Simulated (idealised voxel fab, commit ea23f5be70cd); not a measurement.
process module | voxel gate over fins
cross-section cut | 220 nm wide | cells 5 nm
A cross-section is a grid of square cells, given in bands from the top down. A band is one or more rows of cells.
Each band's line starts with the height of the band's top and of its bottom, in nm. Then come its materials from left to right, each with its width in nm. One material with "throughout" fills the band from edge to edge. "air" is empty space.
Height 0 is the level under which the wafer as received is all one material. The lowest band goes on downwards, as in "0 down".
A width such as "30 to 40" changes by the same amount from each row of cells to the next, from the band's top row to its bottom row.
"no change" after a step means that no cell of the cross-section changed.
closed voids: empty space of 8 cells or more with no open way to the top, each as width x height at its distance from the left edge, in nm
after a step's settings: what the simulator itself notes on the step
overlay nm, on a step with a mask: how far to the right of its planned place the mask lay; to the left if negative
plan
1 op RECEIVE | material Si
2 op CONFORMAL_DEP | material SiN | thk nm 5
3 op DIRECTIONAL_DEP | material aC | thk nm 10
4 op PATTERN | tone cover | mask id FINS | material resist | width nm 15 | pitch nm 40 | thk nm 25 | overlay nm 0
5 op DIRECTIONAL_ETCH | etch materials aC | depth nm 10
6 op STRIP | etch materials resist
7 op DIRECTIONAL_ETCH | etch materials SiN | depth nm 5
8 op DIRECTIONAL_ETCH | etch materials Si | depth nm 30
9 op STRIP | etch materials aC
10 op FILL_DEP | material SiO2 | thk nm 10
11 op CMP | height nm 5
12 op SELECTIVE_ETCH | etch materials SiO2 | depth nm 20
13 op STRIP | etch materials SiN
14 op CONFORMAL_DEP | material HfO2 | thk nm 5
15 op CONFORMAL_DEP | material TiN | thk nm 5
16 op FILL_DEP | material W | thk nm 15
17 op CMP | height nm 20
18 op CONFORMAL_DEP | material SiN | thk nm 5
first wafer, as planned
as received, after step 1
  0 down: Si throughout
  closed voids: none
after step 2
  5 to 0: SiN throughout
  below 0: unchanged
after step 3
  15 to 5: aC throughout
  below 5: unchanged
after step 4
  40 to 15: air 80 | resist 15 | air 25 | resist 15 | air 85
  below 15: unchanged
after step 5
  30 to 15: air 80 | resist 15 | air 25 | resist 15 | air 85
  15 to 5: air 80 | aC 15 | air 25 | aC 15 | air 85
  below 5: unchanged
after step 6
  15 to 5: air 80 | aC 15 | air 25 | aC 15 | air 85
  below 5: unchanged
after step 7
  15 to 5: air 80 | aC 15 | air 25 | aC 15 | air 85
  5 to 0: air 80 | SiN 15 | air 25 | SiN 15 | air 85
  below 0: unchanged
after step 8
  15 to 5: air 80 | aC 15 | air 25 | aC 15 | air 85
  5 to 0: air 80 | SiN 15 | air 25 | SiN 15 | air 85
  0 to -30: air 80 | Si 15 | air 25 | Si 15 | air 85
  below -30: unchanged
after step 9
  5 to 0: air 80 | SiN 15 | air 25 | SiN 15 | air 85
  below 0: unchanged
after step 10
  15 to 5: SiO2 throughout
  5 to 0: SiO2 80 | SiN 15 | SiO2 25 | SiN 15 | SiO2 85
  0 to -30: SiO2 80 | Si 15 | SiO2 25 | Si 15 | SiO2 85
  below -30: unchanged
after step 11
  5 to 0: SiO2 80 | SiN 15 | SiO2 25 | SiN 15 | SiO2 85
  below 0: unchanged
after step 12
  5 to 0: air 80 | SiN 15 | air 25 | SiN 15 | air 85
  0 to -15: air 80 | Si 15 | air 25 | Si 15 | air 85
  below -15: unchanged
after step 13
  0 to -15: air 80 | Si 15 | air 25 | Si 15 | air 85
  below -15: unchanged
after step 14
  5 to 0: air 75 | HfO2 25 | air 15 | HfO2 25 | air 80
  0 to -10: air 75 | HfO2 5 | Si 15 | HfO2 5 | air 15 | HfO2 5 | Si 15 | HfO2 5 | air 80
  -10 to -15: HfO2 80 | Si 15 | HfO2 25 | Si 15 | HfO2 85
  below -15: unchanged
after step 15
  10 to 5: air 70 | TiN 35 | air 5 | TiN 35 | air 75
  5 to 0: air 70 | TiN 5 | HfO2 25 | TiN 5 | air 5 | TiN 5 | HfO2 25 | TiN 5 | air 75
  0 to -5: air 70 | TiN 5 | HfO2 5 | Si 15 | HfO2 5 | TiN 5 | air 5 | TiN 5 | HfO2 5 | Si 15 | HfO2 5 | TiN 5 | air 75
  -5 to -10: TiN 75 | HfO2 5 | Si 15 | HfO2 5 | TiN 15 | HfO2 5 | Si 15 | HfO2 5 | TiN 80
  below -10: unchanged
after step 16
  25 to 10: W throughout
  10 to 5: W 70 | TiN 35 | W 5 | TiN 35 | W 75
  5 to 0: W 70 | TiN 5 | HfO2 25 | TiN 5 | W 5 | TiN 5 | HfO2 25 | TiN 5 | W 75
  0 to -5: W 70 | TiN 5 | HfO2 5 | Si 15 | HfO2 5 | TiN 5 | W 5 | TiN 5 | HfO2 5 | Si 15 | HfO2 5 | TiN 5 | W 75
  below -5: unchanged
after step 17
  20 to 10: W throughout
  below 10: unchanged
after step 18
  25 to 20: SiN throughout
  below 20: unchanged
second wafer: like start, like plan, one mistake. Through step 13 it matches the first wafer
when step 14 should have ended: no change
when step 15 should have ended
  5 to 0: air 75 | TiN 25 | air 15 | TiN 25 | air 80
  0 to -10: air 75 | TiN 5 | Si 15 | TiN 5 | air 15 | TiN 5 | Si 15 | TiN 5 | air 80
  -10 to -15: TiN 80 | Si 15 | TiN 25 | Si 15 | TiN 85
  below -15: unchanged
when step 16 should have ended
  20 to 5: W throughout
  5 to 0: W 75 | TiN 25 | W 15 | TiN 25 | W 80
  0 to -10: W 75 | TiN 5 | Si 15 | TiN 5 | W 15 | TiN 5 | Si 15 | TiN 5 | W 80
  below -10: unchanged
when step 17 should have ended: no change
when step 18 should have ended
  25 to 20: SiN throughout
  below 20: unchanged
what went wrong: step 14 was left out
at the end the second wafer has, in cells: 56 fewer of HfO2 | 56 more of W
